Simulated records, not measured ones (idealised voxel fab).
Name of the process module below: voxel capacitor over wiring
The figure presents cross-section cut, which has a width of 245 nm and is divided into square cells with an edge length of 5 nm.
A cross-section is written here as square cells arranged in a grid, and it is given in bands from the top down, each band taking up one or more rows of cells. Read a band's entry like this: the first values are the height of its top and the height of its bottom in nm, and what follows is the sequence of materials from left to right, each with its width in nm. Note that "blank" is empty space, and that a single material marked "throughout" reaches across the band from edge to edge. Heights are reckoned from 0. Under this level, the received wafer is all of one material. The bottommost band is open-ended downward, for example "0 down". So if you see something like "30->40" for the width, read it as the top row of the band sitting at the first number and the bottom row at the second, with every row in between moving by the same amount as the last. "no modifications" for a step: no cell of the cross-section changed in that step. In the "Enclosed internal voids" entry, you get each enclosed empty space of 8 cells or more, one with no open way to the top, written width x height at distance, distance from the left edge, in nm. Formally, on a step line, whatever follows the settings is a remark that the simulator itself makes on the step. "overlay nm" denotes, for a step that has a mask, the displacement of the mask to the right of its planned place, with negative values corresponding to the left.
**Planned step list for the process**
step 1: RECEIVE with material Si
step 2: CONFORMAL_DEP with material SiO2, thk nm 15
step 3: DIRECTIONAL_DEP with material TiN, thk nm 5
step 4: DIRECTIONAL_DEP with material W, thk nm 20
step 5: DIRECTIONAL_DEP with material aC, thk nm 15
step 6: PATTERN with tone cover, mask id METAL_1, material resist, width nm 30, pitch nm 90, thk nm 35, overlay nm -15
step 7: DIRECTIONAL_ETCH with etch materials aC, depth nm 15
step 8: STRIP with etch materials resist
step 9: DIRECTIONAL_ETCH with etch materials W, depth nm 20
step 10: DIRECTIONAL_ETCH with etch materials TiN, depth nm 5
step 11: STRIP with etch materials aC
step 12: FILL_DEP with material lowk, thk nm 5
step 13: CMP with height nm 40
step 14: CONFORMAL_DEP with material SiCN, thk nm 5
step 15: DIRECTIONAL_DEP with material lowk, thk nm 10
step 16: DIRECTIONAL_DEP with material aC, thk nm 10
step 17: PATTERN with tone open, mask id PLUG_1, material resist, width nm 15, thk nm 25, overlay nm 0
step 18: DIRECTIONAL_ETCH with etch materials aC, depth nm 10
step 19: STRIP with etch materials resist
step 20: DIRECTIONAL_ETCH with etch materials lowk, depth nm 10
step 21: DIRECTIONAL_ETCH with etch materials SiCN, depth nm 5
step 22: STRIP with etch materials aC
step 23: EPI with material Ru, thk nm 10
step 24: EPI with material Ru, thk nm 5
step 25: DIRECTIONAL_DEP with material TiN, thk nm 5
step 26: DIRECTIONAL_DEP with material Al2O3, thk nm 5
step 27: DIRECTIONAL_DEP with material TiN, thk nm 5
step 28: PATTERN with tone cover, mask id UPPER_PLATE, material resist, width nm 65, thk nm 15, overlay nm 0
step 29: DIRECTIONAL_ETCH with etch materials TiN, depth nm 5
step 30: DIRECTIONAL_ETCH with etch materials Al2O3, depth nm 5
step 31: STRIP with etch materials resist
step 32: DIRECTIONAL_DEP with material aC, thk nm 10
step 33: PATTERN with tone cover, mask id LOWER_PLATE, material resist, width nm 75, thk nm 30, overlay nm 0
step 34: DIRECTIONAL_ETCH with etch materials aC, depth nm 10
step 35: STRIP with etch materials resist
step 36: DIRECTIONAL_ETCH with etch materials TiN, depth nm 5
step 37: STRIP with etch materials aC
step 38: FILL_DEP with material SiO2, thk nm 15
step 39: CMP with height nm 80
step 40: PATTERN with tone open, mask id PLUG_2, material resist, width nm 15, thk nm 15, overlay nm 0
step 41: DIRECTIONAL_ETCH with etch materials SiO2, depth nm 10
step 42: STRIP with etch materials resist
step 43: CONFORMAL_DEP with material TiN, thk nm 5
step 44: FILL_DEP with material Cu, thk nm 10
step 45: CMP with height nm 80
step 46: CONFORMAL_DEP with material SiN, thk nm 5
varied across the wafers: overlay nm of step 6. The plan shows the first wafer's value. All wafers start alike
**Sectional view: first of several wafers, as received, after step 1**
	0 down | Si throughout
	Enclosed internal voids: none
**each wafer at the end: cells of each material gained (+) or lost (-) since it was received, then its closed voids**
overlay nm -15, +13 Al2O3, +1 Cu, +46 SiCN, +49 SiN, +354 SiO2, +45 TiN, +48 W, +277 lowk, Enclosed internal voids: none
overlay nm -10, +13 Al2O3, +1 Cu, +9 Ru, +46 SiCN, +49 SiN, +345 SiO2, +45 TiN, +48 W, +277 lowk, Enclosed internal voids: none
overlay nm -5, +13 Al2O3, +1 Cu, +9 Ru, +46 SiCN, +49 SiN, +345 SiO2, +45 TiN, +48 W, +277 lowk, Enclosed internal voids: none
overlay nm 0, +13 Al2O3, +1 Cu, +9 Ru, +46 SiCN, +49 SiN, +345 SiO2, +45 TiN, +48 W, +277 lowk, Enclosed internal voids: none
overlay nm 5, +13 Al2O3, +1 Cu, +9 Ru, +46 SiCN, +49 SiN, +345 SiO2, +45 TiN, +48 W, +277 lowk, Enclosed internal voids: none
overlay nm 10, +13 Al2O3, +1 Cu, +9 Ru, +46 SiCN, +49 SiN, +345 SiO2, +45 TiN, +48 W, +277 lowk, Enclosed internal voids: none
overlay nm 15, +13 Al2O3, +1 Cu, +9 Ru, +46 SiCN, +49 SiN, +345 SiO2, +45 TiN, +48 W, +277 lowk, Enclosed internal voids: none
